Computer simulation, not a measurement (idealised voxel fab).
A process module follows: voxel wiring stack.
Xsec cut, 270 nm wide, square cell size 5 nm.
When this document writes out a cross-section, it uses a grid of square cells and lists it as bands, beginning at the top and moving down, with a band standing for one or more rows of cells. Within each band entry, the heights of the top and of the bottom of the band appear first, in that order and in nm; the materials of the band then follow from left to right, each with its corresponding width in nm. The designation "everywhere" on a single material indicates that it fills the band from edge to edge; the designation "blank" indicates empty space. Counting heights begins at 0, where everything beneath is, in the wafer as received, one material. The lowest band has no bottom; it goes on downwards, as "z 0 and below" shows. Width: "30 to 40" (first number = top row, second number = bottom row, same change from row to row of cells). "everything unchanged" after a step means that no cell of the cross-section changed. "Tabulated closed voids" - sealed voids, min. 8 cells, no opening to top; format: width x height at distance (distance from left edge; nm throughout). Where a step's line continues beyond its settings, the continuation is a remark by the simulator itself on that step. overlay nm: on a step with a mask, how far right of its planned place the mask lay; negative means left.

### The planned process steps are enumerated hereunder
- 1: RECEIVE | material Si
- 2: CONFORMAL_DEP | material SiO2 | thk nm 15
- 3: CONFORMAL_DEP | material SiN | thk nm 5
- 4: DIRECTIONAL_DEP | material lowk | thk nm 15
- 5: PATTERN | tone open | mask id METAL_1 | material resist | width nm 30 | pitch nm 60 | thk nm 20 | overlay nm 0
- 6: DIRECTIONAL_ETCH | etch materials lowk | depth nm 15
- 7: DIRECTIONAL_ETCH | etch materials SiN | depth nm 5
- 8: STRIP | etch materials resist
- 9: CONFORMAL_DEP | material TiN | thk nm 5
- 10: FILL_DEP | material Cu | thk nm 5
- 11: CMP | height nm 35
- 12: CONFORMAL_DEP | material SiCN | thk nm 5
- 13: DIRECTIONAL_DEP | material lowk | thk nm 30
- 14: DIRECTIONAL_DEP | material aC | thk nm 10
- 15: PATTERN | tone open | mask id METAL_2 | material resist | width nm 30 | pitch nm 60 | thk nm 25 | overlay nm 0
- 16: DIRECTIONAL_ETCH | etch materials aC | depth nm 10
- 17: STRIP | etch materials resist
- 18: DIRECTIONAL_ETCH | etch materials lowk | depth nm 20
- 19: STRIP | etch materials aC
- 20: MASKED_ETCH | tone open | mask id METAL_2_HOLES | width nm 15 | pitch nm 60 | etch materials lowk | depth nm 10 | overlay nm 0
- 21: MASKED_ETCH | tone open | mask id METAL_2_HOLES | width nm 15 | pitch nm 60 | etch materials SiCN | depth nm 5 | overlay nm 0
- 22: CONFORMAL_DEP | material TiN | thk nm 5
- 23: FILL_DEP | material Cu | thk nm 5
- 24: CMP | height nm 70
- 25: CONFORMAL_DEP | material SiCN | thk nm 5
- 26: DIRECTIONAL_DEP | material lowk | thk nm 30
- 27: DIRECTIONAL_DEP | material aC | thk nm 10
- 28: PATTERN | tone open | mask id METAL_3_HOLES | material resist | width nm 15 | pitch nm 120 | thk nm 25 | overlay nm 0
- 29: DIRECTIONAL_ETCH | etch materials aC | depth nm 10
- 30: STRIP | etch materials resist
- 31: DIRECTIONAL_ETCH | etch materials lowk | depth nm 30
- 32: STRIP | etch materials aC
- 33: DIRECTIONAL_DEP | material aC | thk nm 10
- 34: PATTERN | tone open | mask id METAL_3 | material resist | width nm 30 | pitch nm 60 | thk nm 25 | overlay nm 0
- 35: DIRECTIONAL_ETCH | etch materials aC | depth nm 10
- 36: STRIP | etch materials resist
- 37: DIRECTIONAL_ETCH | etch materials lowk | depth nm 15
- 38: DIRECTIONAL_ETCH | etch materials SiCN | depth nm 5
- 39: STRIP | etch materials aC
- 40: CONFORMAL_DEP | material TiN | thk nm 5
- 41: FILL_DEP | material Cu | thk nm 5
- 42: CMP | height nm 105
- 43: CONFORMAL_DEP | material SiCN | thk nm 5

### Cross-section of the wafer upon arrival, representing the state reached after step 1
    z 0 and below: Si everywhere
    Tabulated closed voids: none

### First wafer of two, sectioned at end of module; run went per plan
    z 110 to 105: SiCN everywhere
    z 105 to 95: 30 of lowk  5 of TiN  20 of Cu  5 of TiN  30 of lowk  5 of TiN  20 of Cu  5 of TiN  30 of lowk  5 of TiN  20 of Cu  5 of TiN  30 of lowk  5 of TiN  20 of Cu  5 of TiN  30 of lowk
    z 95 to 90: 30 of lowk  5 of TiN  5 of Cu  20 of TiN  30 of lowk  30 of TiN  30 of lowk  5 of TiN  5 of Cu  20 of TiN  30 of lowk  30 of TiN  30 of lowk
    z 90 to 75: 30 of lowk  5 of TiN  5 of Cu  5 of TiN  105 of lowk  5 of TiN  5 of Cu  5 of TiN  105 of lowk
    z 75 to 70: 30 of SiCN  15 of TiN  105 of SiCN  15 of TiN  105 of SiCN
    z 70 to 55: 30 of lowk  5 of TiN  20 of Cu  5 of TiN  30 of lowk  5 of TiN  20 of Cu  5 of TiN  30 of lowk  5 of TiN  20 of Cu  5 of TiN  30 of lowk  5 of TiN  20 of Cu  5 of TiN  30 of lowk
    z 55 to 50: 30 of lowk  5 of TiN  5 of Cu  20 of TiN  30 of lowk  5 of TiN  5 of Cu  20 of TiN  30 of lowk  5 of TiN  5 of Cu  20 of TiN  30 of lowk  5 of TiN  5 of Cu  20 of TiN  30 of lowk
    z 50 to 40: 30 of lowk  5 of TiN  5 of Cu  5 of TiN  45 of lowk  5 of TiN  5 of Cu  5 of TiN  45 of lowk  5 of TiN  5 of Cu  5 of TiN  45 of lowk  5 of TiN  5 of Cu  5 of TiN  45 of lowk
    z 40 to 35: 30 of SiCN  15 of TiN  45 of SiCN  15 of TiN  45 of SiCN  15 of TiN  45 of SiCN  15 of TiN  45 of SiCN
    z 35 to 20: 30 of lowk  5 of TiN  20 of Cu  5 of TiN  30 of lowk  5 of TiN  20 of Cu  5 of TiN  30 of lowk  5 of TiN  20 of Cu  5 of TiN  30 of lowk  5 of TiN  20 of Cu  5 of TiN  30 of lowk
    z 20 to 15: 30 of SiN  30 of TiN  30 of SiN  30 of TiN  30 of SiN  30 of TiN  30 of SiN  30 of TiN  30 of SiN
    z 15 to 0: SiO2 everywhere
    z 0 and below: Si everywhere
    Tabulated closed voids: none

### Wafer two cross-section, module end. Start and plan unchanged from wafer one; one mistake made during the run
    z 110 to 105: SiCN everywhere
    z 105 to 95: 30 of lowk  5 of TiN  20 of Cu  5 of TiN  30 of lowk  5 of TiN  20 of Cu  5 of TiN  30 of lowk  5 of TiN  20 of Cu  5 of TiN  30 of lowk  5 of TiN  20 of Cu  5 of TiN  30 of lowk
    z 95 to 90: 30 of lowk  5 of TiN  5 of Cu  20 of TiN  30 of lowk  30 of TiN  30 of lowk  5 of TiN  5 of Cu  20 of TiN  30 of lowk  30 of TiN  30 of lowk
    z 90 to 75: 30 of lowk  5 of TiN  5 of Cu  5 of TiN  105 of lowk  5 of TiN  5 of Cu  5 of TiN  105 of lowk
    z 75 to 70: 30 of SiCN  15 of TiN  105 of SiCN  15 of TiN  105 of SiCN
    z 70 to 55: 30 of lowk  5 of TiN  20 of Cu  5 of TiN  30 of lowk  5 of TiN  20 of Cu  5 of TiN  30 of lowk  5 of TiN  20 of Cu  5 of TiN  30 of lowk  5 of TiN  20 of Cu  5 of TiN  30 of lowk
    z 55 to 50: 30 of lowk  5 of TiN  5 of Cu  20 of TiN  30 of lowk  5 of TiN  5 of Cu  20 of TiN  30 of lowk  5 of TiN  5 of Cu  20 of TiN  30 of lowk  5 of TiN  5 of Cu  20 of TiN  30 of lowk
    z 50 to 40: 30 of lowk  5 of TiN  5 of Cu  5 of TiN  45 of lowk  5 of TiN  5 of Cu  5 of TiN  45 of lowk  5 of TiN  5 of Cu  5 of TiN  45 of lowk  5 of TiN  5 of Cu  5 of TiN  45 of lowk
    z 40 to 35: 30 of SiCN  15 of TiN  45 of SiCN  15 of TiN  45 of SiCN  15 of TiN  45 of SiCN  15 of TiN  45 of SiCN
    z 35 to 30: 35 of TiN  20 of Cu  40 of TiN  20 of Cu  40 of TiN  20 of Cu  40 of TiN  20 of Cu  35 of TiN
    z 30 to 20: 30 of lowk  5 of TiN  20 of Cu  5 of TiN  30 of lowk  5 of TiN  20 of Cu  5 of TiN  30 of lowk  5 of TiN  20 of Cu  5 of TiN  30 of lowk  5 of TiN  20 of Cu  5 of TiN  30 of lowk
    z 20 to 15: 30 of lowk  30 of TiN  30 of lowk  30 of TiN  30 of lowk  30 of TiN  30 of lowk  30 of TiN  30 of lowk
    z 15 to 0: SiO2 everywhere
    z 0 and below: Si everywhere
    Tabulated closed voids: none
Error vs. plan: plan step 3: skipped, not run
Upon completion, the second wafer contains, in terms of cells, a greater or smaller amount of certain materials than the first wafer: 30 fewer of SiN | 30 more of TiN
